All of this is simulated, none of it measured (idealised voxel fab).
Process module in this document: voxel capacitor over wiring
Section shown: cut. Width: 230 nm. Cell size: 5 nm, square.
A cross-section is written here as square cells arranged in a grid, and it is given in bands from the top down, each band taking up one or more rows of cells.
A band entry consists of two parts. The first gives the height of the band's top and the height of its bottom, in nm. The rest lists the band's materials from left to right, each with its width in nm. A single material labelled with the word "throughout" fills the band from edge to edge, and the word "blank" marks empty space.
Height is counted from the level 0, under which the received wafer is composed throughout of one material. The lowest of the bands is not closed at the bottom but continues downward, in the notation "from 0 down".
Width "30->40": first value at the band's top row of cells, second value at its bottom row, equal change from row to row.
When a step is marked "nothing altered", none of the cells in the cross-section changed during that step.
"Cavities, sealed" specifies each empty space that is not open to the top and that occupies no fewer than 8 cells, using the form width x height at distance, the distance measured from the left edge and all three quantities in nm.
Step line, after settings: the simulator's comment on this step.
If you see "overlay nm" on a step's line and that step has a mask, it's telling you how far right of where it was planned the mask ended up; a negative number means it went left instead.

**Set out below are the planned steps of the process**
1. RECEIVE (material Si)
2. CONFORMAL_DEP (material SiO2; thk nm 10)
3. CONFORMAL_DEP (material SiN; thk nm 5)
4. DIRECTIONAL_DEP (material lowk; thk nm 15)
5. PATTERN (tone open; mask id METAL_1; material resist; width nm 20; pitch nm 80; thk nm 20; overlay nm 0)
6. DIRECTIONAL_ETCH (etch materials lowk; depth nm 15)
7. DIRECTIONAL_ETCH (etch materials SiN; depth nm 5)
8. STRIP (etch materials resist)
9. CONFORMAL_DEP (material TiN; thk nm 5)
10. FILL_DEP (material W; thk nm 10)
11. CMP (height nm 30)
12. CONFORMAL_DEP (material SiCN; thk nm 5)
13. DIRECTIONAL_DEP (material SiO2; thk nm 15)
14. MASKED_ETCH (tone open; mask id PLUG_1; width nm 15; etch materials SiO2; depth nm 15; overlay nm 0)
15. MASKED_ETCH (tone open; mask id PLUG_1; width nm 15; etch materials SiCN; depth nm 5; overlay nm 0)
16. CONFORMAL_DEP (material TiN; thk nm 5)
17. FILL_DEP (material Ru; thk nm 10)
18. CMP (height nm 50)
19. DIRECTIONAL_DEP (material TiN; thk nm 5)
20. DIRECTIONAL_DEP (material Al2O3; thk nm 5)
21. DIRECTIONAL_DEP (material TiN; thk nm 5)
22. MASKED_ETCH (tone cover; mask id UPPER_PLATE; width nm 65; etch materials TiN; depth nm 5; overlay nm 0)
23. MASKED_ETCH (tone cover; mask id UPPER_PLATE; width nm 65; etch materials Al2O3; depth nm 5; overlay nm 0)
24. PATTERN (tone cover; mask id LOWER_PLATE; material resist; width nm 75; thk nm 20; overlay nm 0)
25. DIRECTIONAL_ETCH (etch materials TiN; depth nm 5)
26. STRIP (etch materials resist)
27. FILL_DEP (material SiO2; thk nm 15)
28. CMP (height nm 75)
29. MASKED_ETCH (tone open; mask id PLUG_2; width nm 15; etch materials SiO2; depth nm 10; overlay nm 0)
30. CONFORMAL_DEP (material TiN; thk nm 5)
31. FILL_DEP (material Ru; thk nm 10)
32. CMP (height nm 75)
33. CONFORMAL_DEP (material SiN; thk nm 5)

**Cross-section: wafer on arrival = after step 1**
    from 0 down | Si throughout
    Cavities, sealed: none

**Module complete, cross-section. Starting point and plan per above. One mistake made in running the module**
    from 80 to 75 | SiN throughout
    from 75 to 65 | SiO2 (70->65) | TiN (65->75) | SiO2 (95->90)
    from 65 to 60 | TiN throughout
    from 60 to 55 | Al2O3 throughout
    from 55 to 50 | TiN throughout
    from 50 to 35 | SiO2 (70) | TiN (5) | Ru (5) | TiN (5) | SiO2 (145)
    from 35 to 30 | SiCN (70) | TiN (15) | SiCN (145)
    from 30 to 15 | lowk (65) | TiN (5) | W (10) | TiN (5) | lowk (60) | TiN (5) | W (10) | TiN (5) | lowk (65)
    from 15 to 10 | SiN (65) | TiN (20) | SiN (60) | TiN (20) | SiN (65)
    from 10 to 0 | SiO2 throughout
    from 0 down | Si throughout
    Cavities, sealed: none
Processing error: step 21 did not happen as planned, as run it was DIRECTIONAL_DEP (material TiN; thk nm 15)
